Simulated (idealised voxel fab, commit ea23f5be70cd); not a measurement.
Presented below is a process module, voxel ribs on slabs.
The cross-section shown here is cut; it is 270 nm wide and divided into square cells measuring 5 nm on a side.
Format of a cross-section: grid, square cells. Given as bands. Order: top down. Band: one or more rows of cells. Band: top height; bottom height; in nm. Then, left to right: material with width in nm, for each material. "throughout": a single material spanning edge to edge. "empty": empty space. Heights are reckoned from 0. Under this level, the received wafer is all of one material. The bottommost band is open-ended downward, for example "0 -> down". A width given as "30 to 40" starts at the first number in the band's top row and ends at the second number in its bottom row, shifting by an equal amount at every step from row to row. A step reported as "identical to before" is a step in which no cell of the cross-section changed. Empty spaces counting at least 8 cells and having no open way to the top are listed in "Sealed internal cavities". The notation width x height at distance is used for each, the distance being from the left edge and all three values in nm. Heads up: the bit after the settings on a step's line is the simulator's remark on that step. You can add "overlay nm" to a step's line. For a step with a mask, it describes how far the mask lay to the right of its planned position, and a negative number describes a lay to the left.

**List of planned process steps**
step 1: RECEIVE, material Si
step 2: DIRECTIONAL_DEP, material SiO2, thk nm 25
step 3: DIRECTIONAL_DEP, material polySi, thk nm 25
step 4: DIRECTIONAL_DEP, material aC, thk nm 15
step 5: PATTERN, tone cover, mask id RIB, material resist, width nm 15, thk nm 35, overlay nm 0
step 6: DIRECTIONAL_ETCH, etch materials aC, depth nm 15
step 7: STRIP, etch materials resist
step 8: DIRECTIONAL_ETCH, etch materials polySi, depth nm 15
step 9: STRIP, etch materials aC
step 10: PATTERN, tone cover, mask id SLAB, material resist, width nm 75, thk nm 20, overlay nm 0
step 11: DIRECTIONAL_ETCH, etch materials polySi, depth nm 10
step 12: STRIP, etch materials resist
step 13: FILL_DEP, material SiO2, thk nm 20
step 14: CMP, height nm 60
step 15: DIRECTIONAL_DEP, material W, thk nm 5
step 16: DIRECTIONAL_DEP, material aC, thk nm 10
step 17: PATTERN, tone cover, mask id HEATER, material resist, width nm 25, thk nm 30, overlay nm 0
step 18: DIRECTIONAL_ETCH, etch materials aC, depth nm 10
step 19: STRIP, etch materials resist
step 20: DIRECTIONAL_ETCH, etch materials W, depth nm 5
step 21: STRIP, etch materials aC
step 22: CONFORMAL_DEP, material SiO2, thk nm 5

**This is the cross-section of the wafer as we received it, i.e. after step 1**
	0 -> down | Si throughout
	Sealed internal cavities: none

**Wafer cross-section at module end: first of two, run to plan**
	70 -> 65 | empty 115 | SiO2 35 | empty 120
	65 -> 60 | SiO2 120 | W 25 | SiO2 125
	60 -> 50 | SiO2 throughout
	50 -> 35 | SiO2 125 | polySi 15 | SiO2 130
	35 -> 25 | SiO2 95 | polySi 75 | SiO2 100
	25 -> 0 | SiO2 throughout
	0 -> down | Si throughout
	Sealed internal cavities: none

**Module end: cross-section of wafer two of two. Same start and process plan as the first wafer. One mistake during execution**
	65 -> 60 | empty 120 | W 25 | empty 125
	60 -> 50 | SiO2 throughout
	50 -> 35 | SiO2 125 | polySi 15 | SiO2 130
	35 -> 25 | SiO2 95 | polySi 75 | SiO2 100
	25 -> 0 | SiO2 throughout
	0 -> down | Si throughout
	Sealed internal cavities: none
Heads up, the wafer didn't run the way we planned it: not run: step 22 of the plan (skipped)
Final tally in cells, some materials are higher or lower on the second wafer than on the first: SiO2: 56 fewer
